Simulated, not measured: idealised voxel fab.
process module | voxel wiring stack
cross-section cut | 210 nm wide | cells 5 nm
A cross-section is a grid of square cells, given in bands from the top down. A band is one or more rows of cells.
Each band's line starts with the height of the band's top and of its bottom, in nm. Then come its materials from left to right, each with its width in nm. One material with "throughout" fills the band from edge to edge. "air" is empty space.
Height 0 is the level under which the wafer as received is all one material. The lowest band goes on downwards, as in "0 down".
A width such as "30 to 40" changes by the same amount from each row of cells to the next, from the band's top row to its bottom row.
"no change" after a step means that no cell of the cross-section changed.
closed voids: empty space of 8 cells or more with no open way to the top, each as width x height at its distance from the left edge, in nm
after a step's settings: what the simulator itself notes on the step
overlay nm, on a step with a mask: how far to the right of its planned place the mask lay; to the left if negative
plan
1 op RECEIVE | material Si
2 op CONFORMAL_DEP | material SiO2 | thk nm 10
3 op DIRECTIONAL_DEP | material TiN | thk nm 5
4 op DIRECTIONAL_DEP | material Ru | thk nm 25
5 op DIRECTIONAL_DEP | material aC | thk nm 10
6 op PATTERN | tone cover | mask id METAL_1 | material resist | width nm 25 | pitch nm 40 | thk nm 25 | overlay nm 0
7 op DIRECTIONAL_ETCH | etch materials aC | depth nm 10
8 op STRIP | etch materials resist
9 op DIRECTIONAL_ETCH | etch materials Ru | depth nm 25
10 op DIRECTIONAL_ETCH | etch materials TiN | depth nm 5
11 op STRIP | etch materials aC
12 op FILL_DEP | material SiO2 | thk nm 5
13 op CMP | height nm 40
14 op CONFORMAL_DEP | material SiCN | thk nm 5
15 op DIRECTIONAL_DEP | material SiO2 | thk nm 15
16 op MASKED_ETCH | tone open | mask id PLUG_1 | width nm 15 | pitch nm 40 | etch materials SiO2 | depth nm 15 | overlay nm 0
17 op MASKED_ETCH | tone open | mask id PLUG_1 | width nm 15 | pitch nm 40 | etch materials SiCN | depth nm 5 | overlay nm 0
18 op CONFORMAL_DEP | material TiN | thk nm 5
19 op FILL_DEP | material Ru | thk nm 10
20 op CMP | height nm 60
21 op CONFORMAL_DEP | material SiN | thk nm 5
22 op DIRECTIONAL_DEP | material lowk | thk nm 15
23 op DIRECTIONAL_DEP | material aC | thk nm 10
24 op PATTERN | tone open | mask id METAL_2 | material resist | width nm 25 | pitch nm 40 | thk nm 30 | overlay nm 0
25 op DIRECTIONAL_ETCH | etch materials aC | depth nm 10
26 op STRIP | etch materials resist
27 op DIRECTIONAL_ETCH | etch materials lowk | depth nm 15
28 op DIRECTIONAL_ETCH | etch materials SiN | depth nm 5
29 op STRIP | etch materials aC
30 op CONFORMAL_DEP | material TiN | thk nm 5
31 op FILL_DEP | material Cu | thk nm 5
32 op CMP | height nm 80
33 op CONFORMAL_DEP | material SiCN | thk nm 5
34 op DIRECTIONAL_DEP | material SiO2 | thk nm 30
35 op MASKED_ETCH | tone open | mask id METAL_3_HOLES | width nm 15 | pitch nm 80 | etch materials SiO2 | depth nm 30 | overlay nm 0
36 op DIRECTIONAL_DEP | material aC | thk nm 15
37 op PATTERN | tone open | mask id METAL_3 | material resist | width nm 25 | pitch nm 40 | thk nm 30 | overlay nm 0
38 op DIRECTIONAL_ETCH | etch materials aC | depth nm 15
39 op STRIP | etch materials resist
40 op DIRECTIONAL_ETCH | etch materials SiO2 | depth nm 20
41 op DIRECTIONAL_ETCH | etch materials SiCN | depth nm 5
42 op STRIP | etch materials aC
43 op CONFORMAL_DEP | material TiN | thk nm 5
44 op FILL_DEP | material Cu | thk nm 10
45 op CMP | height nm 115
46 op CONFORMAL_DEP | material SiN | thk nm 5
as received, after step 1
  0 down: Si throughout
  closed voids: none
a wafer at the end: this start, this plan, one mistake
  120 to 115: SiN throughout
  115 to 100: SiO2 30 | TiN 5 | Cu 5 | TiN 5 | SiO2 65 | TiN 5 | Cu 5 | TiN 5 | SiO2 85
  100 to 95: SiO2 30 | TiN 15 | SiO2 65 | TiN 15 | SiO2 85
  95 to 85: SiO2 throughout
  85 to 80: SiCN throughout
  80 to 65: lowk 30 | TiN 5 | Cu 15 | TiN 5 | lowk 15 | TiN 5 | Cu 15 | TiN 5 | lowk 15 | TiN 5 | Cu 15 | TiN 5 | lowk 15 | TiN 5 | Cu 15 | TiN 5 | lowk 35
  65 to 60: SiN 30 | TiN 25 | SiN 15 | TiN 25 | SiN 15 | TiN 25 | SiN 15 | TiN 25 | SiN 35
  60 to 45: SiO2 30 | TiN 5 | Ru 5 | TiN 5 | SiO2 25 | TiN 5 | Ru 5 | TiN 5 | SiO2 25 | TiN 5 | Ru 5 | TiN 5 | SiO2 25 | TiN 5 | Ru 5 | TiN 5 | SiO2 45
  45 to 40: SiCN 30 | TiN 15 | SiCN 25 | TiN 15 | SiCN 25 | TiN 15 | SiCN 25 | TiN 15 | SiCN 45
  40 to 15: SiO2 30 | Ru 25 | SiO2 15 | Ru 25 | SiO2 15 | Ru 25 | SiO2 15 | Ru 25 | SiO2 35
  15 to 10: SiO2 30 | TiN 25 | SiO2 15 | TiN 25 | SiO2 15 | TiN 25 | SiO2 15 | TiN 25 | SiO2 35
  10 to 0: SiO2 throughout
  0 down: Si throughout
  closed voids: none
what went wrong: step 34 was run twice
